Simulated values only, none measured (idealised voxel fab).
This section sets out a process module, namely voxel released beams.
In the cross-section labelled cut, the width is 190 nm and each square cell is 5 nm.
In what follows, cross-sections appear as grids of square cells, described through bands that run from the top down, where every band is one or more rows of cells. Quick guide to a band line: top height, bottom height (nm) up front; then every material left to right with its width in nm. Only one material and it's marked "edge to edge"? Then it fills the band edge to edge. And "blank" just means empty space. Heights are reckoned from 0. Under this level, the received wafer is all of one material. The bottommost band is open-ended downward, for example "from 0 down". Read "30->40" as a graded width: first number on top, second number at the bottom, same change between each pair of neighbouring rows. For the purposes of this document, the phrase "changes: none" attached to a step denotes that no cell within the cross-section was modified by that step. Each empty space that has no open way to the top and spans at least 8 cells appears under "Unvented internal voids" as width x height at distance, the distance counted from the left edge, all in nm. It should be noted that, on the line of a given step, the content following the step's settings is a remark produced by the simulator itself with respect to that step. The optional step-line setting "overlay nm" applies to steps with a mask and quantifies how far to the right of its planned location the mask lay, a negative value indicating leftward placement.
Process steps - plan:
1: RECEIVE (material Si)
2: CONFORMAL_DEP (material SiN; thk nm 5)
3: DIRECTIONAL_DEP (material SiO2; thk nm 20)
4: PATTERN (tone open; mask id ANCHOR; material resist; width nm 25; thk nm 15; overlay nm 0)
5: DIRECTIONAL_ETCH (etch materials SiO2; depth nm 20)
6: STRIP (etch materials resist)
7: CONFORMAL_DEP (material W; thk nm 10)
8: PATTERN (tone cover; mask id BEAM; material resist; width nm 120; thk nm 15; overlay nm 0)
9: DIRECTIONAL_ETCH (etch materials W; depth nm 10)
10: STRIP (etch materials resist)
11: STRIP (etch materials SiO2)
Same starting wafers, different width nm at step 4. Plan value belongs to the first wafer.
Cut through the first of several wafers as received, post step 1:
* from 0 down | Si edge to edge
* Unvented internal voids: none
Cross-section, first of several wafers, end of module, after last step 11:
* from 35 to 25 | blank=30 / W=20 / blank=5 / W=95 / blank=40
* from 25 to 15 | blank=40 / W=10 / blank=5 / W=10 / blank=125
* from 15 to 5 | blank=40 / W=25 / blank=125
* from 5 to 0 | SiN edge to edge
* from 0 down | Si edge to edge
* Unvented internal voids: none
The final wafer, sectioned at module end:
* from 35 to 25 | blank=30 / W=10 / blank=30 / W=80 / blank=40
* from 25 to 15 | blank=30 / W=10 / blank=30 / W=10 / blank=110
* from 15 to 5 | blank=30 / W=50 / blank=110
* from 5 to 0 | SiN edge to edge
* from 0 down | Si edge to edge
* Unvented internal voids: none
Here is how to read the rows: every wafer has a row, and it shows the wafer at the end of the module, giving for each material how many cells were gained (+) or lost (-) since the wafer was received, then listing its closed voids:
width nm 25, +38 SiN, +64 W, Unvented internal voids: none
width nm 30, +38 SiN, +64 W, Unvented internal voids: none
width nm 35, +38 SiN, +64 W, Unvented internal voids: none
width nm 40, +38 SiN, +64 W, Unvented internal voids: none
width nm 45, +38 SiN, +64 W, Unvented internal voids: none
width nm 50, +38 SiN, +64 W, Unvented internal voids: none
